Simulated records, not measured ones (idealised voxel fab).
A process module follows: voxel local oxidation.
Each square cell in cross-section cut measures 5 nm, and the section as a whole is 280 nm wide.
Cross-sections here: square-cell grids, written as top-down lists of bands, a band being one or more rows of cells. Band: top and bottom heights (nm) first, top before bottom; then materials from left to right, widths in nm. "full width" marks a sole material filling the band edge to edge. "empty" denotes empty space. Measure heights from 0. That's the level where, below it, the as-received wafer is all one material. The lowest band is bottomless and extends downward; write it as in "top 0, no bottom". A two-number width, for instance "30->40", indicates that the width is equal to the first number in the top row of the band and to the second number in the bottom row, and that it changes by a constant amount per row of cells. The cross-section has no changed cell in any step marked "nothing different". "Closed-off voids" contains a list of empty spaces, each no smaller than 8 cells and without an open way to the top, written in the form width x height at distance with the distance from the left edge and all three in nm. Whatever follows a step's settings on its line is a remark the simulator itself makes about that step. The "overlay nm" setting may appear on a step's line; for a step that uses a mask, it gives how far to the right of its planned position the mask lay, and a negative value indicates the left.

List of planned process steps
1 RECEIVE [material Si]
2 CONFORMAL_DEP [material SiO2] [thk nm 5]
3 CONFORMAL_DEP [material SiN] [thk nm 15]
4 PATTERN [tone cover] [mask id ACTIVE] [material resist] [width nm 95] [thk nm 15] [overlay nm 0]
5 DIRECTIONAL_ETCH [etch materials SiN] [depth nm 15]
6 STRIP [etch materials resist]
7 SELECTIVE_ETCH [etch materials SiO2] [depth nm 5]
8 OXIDIZE [depth nm 15]
9 STRIP [etch materials SiN]

Cross-sectional view of the wafer in its as-received condition, corresponding to the state after step 1
* top 0, no bottom: Si full width
* Closed-off voids: none

Same starting wafer, same plan as above, one mistake in the execution; this is the cross-section at the end of the module
* top 5, bottom 0: empty: 105 / SiO2: 65 / empty: 110
* top 0, bottom -15: SiO2: 120 / Si: 35 / SiO2: 125
* top -15, no bottom: Si full width
* Closed-off voids: none
Finding, execution versus plan: step 7 ran differently from the plan; actual operation with settings: SELECTIVE_ETCH [etch materials SiO2] [depth nm 15]
